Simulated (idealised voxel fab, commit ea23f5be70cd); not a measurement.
The following process module bears the name voxel trench capacitor.
Cross-sectional view cut (width: 260 nm; square cell size: 5 nm).
Cross-section, as written here: a square-cell grid given band by band from the top down, where a band holds one or more rows of cells. Each band's line starts with the height of the band's top and of its bottom, in nm. Then come its materials from left to right, each with its width in nm. One material with "throughout" fills the band from edge to edge. "empty" is empty space. For the purposes of this specification, 0 denotes the height below which the wafer in its as-received condition is composed wholly of one material, and the lowermost band, lacking a lower limit, extends downward without end, as expressed in "0 down". A two-number width, for instance "30..40", indicates that the width is equal to the first number in the top row of the band and to the second number in the bottom row, and that it changes by a constant amount per row of cells. Key: "all unchanged" - step with no changed cell in the cross-section. This entry, "Voids lacking openings", enumerates those empty regions of no fewer than 8 cells that possess no open connection to the top. Each region is reported in the form width x height at distance, the distance being taken from the left edge, with all three quantities expressed in nm. The remark found on a step's line after its settings is issued by the simulator itself and pertains to that step. overlay nm: step with mask; distance mask lay right of planned place; negative value = left of planned place.
This section lists the process steps that were planned:
1,RECEIVE | material Si
2,CONFORMAL_DEP | material SiN | thk nm 5
3,MASKED_ETCH | tone open | mask id TRENCH | width nm 30 | pitch nm 45 | etch materials SiN | depth nm 5 | overlay nm -15
4,MASKED_ETCH | tone open | mask id TRENCH | width nm 30 | pitch nm 45 | etch materials Si | depth nm 40 | overlay nm 0
5,CONFORMAL_DEP | material Al2O3 | thk nm 5
6,CONFORMAL_DEP | material TiN | thk nm 5
7,FILL_DEP | material W | thk nm 5
8,CMP | height nm 5
All wafers enter the flow in the same state. The overlay nm at step 3 differs from wafer to wafer, and the plan gives the value for the first wafer.
Cross-sectional view of the first of several wafers in the as-received condition, corresponding to the state following step 1:
  0 down | Si throughout
  Voids lacking openings: none
Post step 8, the closing step of the module: first of several wafers, cross-sectioned:
  5 to 0 | SiN (55) / Al2O3 (20) / TiN (5) / Al2O3 (5) / SiN (15) / Al2O3 (20) / TiN (5) / Al2O3 (5) / SiN (15) / Al2O3 (20) / TiN (5) / Al2O3 (5) / SiN (85)
  0 to -35 | Si (70) / Al2O3 (5) / TiN (5) / Al2O3 (5) / Si (30) / Al2O3 (5) / TiN (5) / Al2O3 (5) / Si (30) / Al2O3 (5) / TiN (5) / Al2O3 (5) / Si (85)
  -35 to -40 | Si (70) / Al2O3 (15) / Si (30) / Al2O3 (15) / Si (30) / Al2O3 (15) / Si (85)
  -40 down | Si throughout
  Voids lacking openings: none
The final wafer, sectioned at module end:
  5 to 0 | SiN (85) / Al2O3 (5) / TiN (5) / Al2O3 (20) / SiN (15) / Al2O3 (5) / TiN (5) / Al2O3 (20) / SiN (15) / Al2O3 (5) / TiN (5) / Al2O3 (20) / SiN (55)
  0 to -35 | Si (85) / Al2O3 (5) / TiN (5) / Al2O3 (5) / Si (30) / Al2O3 (5) / TiN (5) / Al2O3 (5) / Si (30) / Al2O3 (5) / TiN (5) / Al2O3 (5) / Si (70)
  -35 to -40 | Si (85) / Al2O3 (15) / Si (30) / Al2O3 (15) / Si (30) / Al2O3 (15) / Si (70)
  -40 down | Si throughout
  Voids lacking openings: none
The table below has one row for each wafer; a row shows, as of the end of the module, how many cells of each material the wafer has gained, marked (+), or lost, marked (-), since it was received, and then the wafer's closed voids:
overlay nm -15; +66 Al2O3; -72 Si; +34 SiN; +24 TiN; Voids lacking openings: none
overlay nm -10; +66 Al2O3; -96 Si; +34 SiN; +48 TiN; Voids lacking openings: none
overlay nm -5; +66 Al2O3; -120 Si; +34 SiN; +51 TiN; +21 W; Voids lacking openings: none
overlay nm 0; +66 Al2O3; -144 Si; +34 SiN; +54 TiN; +42 W; Voids lacking openings: none
overlay nm 5; +66 Al2O3; -120 Si; +34 SiN; +51 TiN; +21 W; Voids lacking openings: none
overlay nm 10; +66 Al2O3; -96 Si; +34 SiN; +48 TiN; Voids lacking openings: none
overlay nm 15; +66 Al2O3; -72 Si; +34 SiN; +24 TiN; Voids lacking openings: none
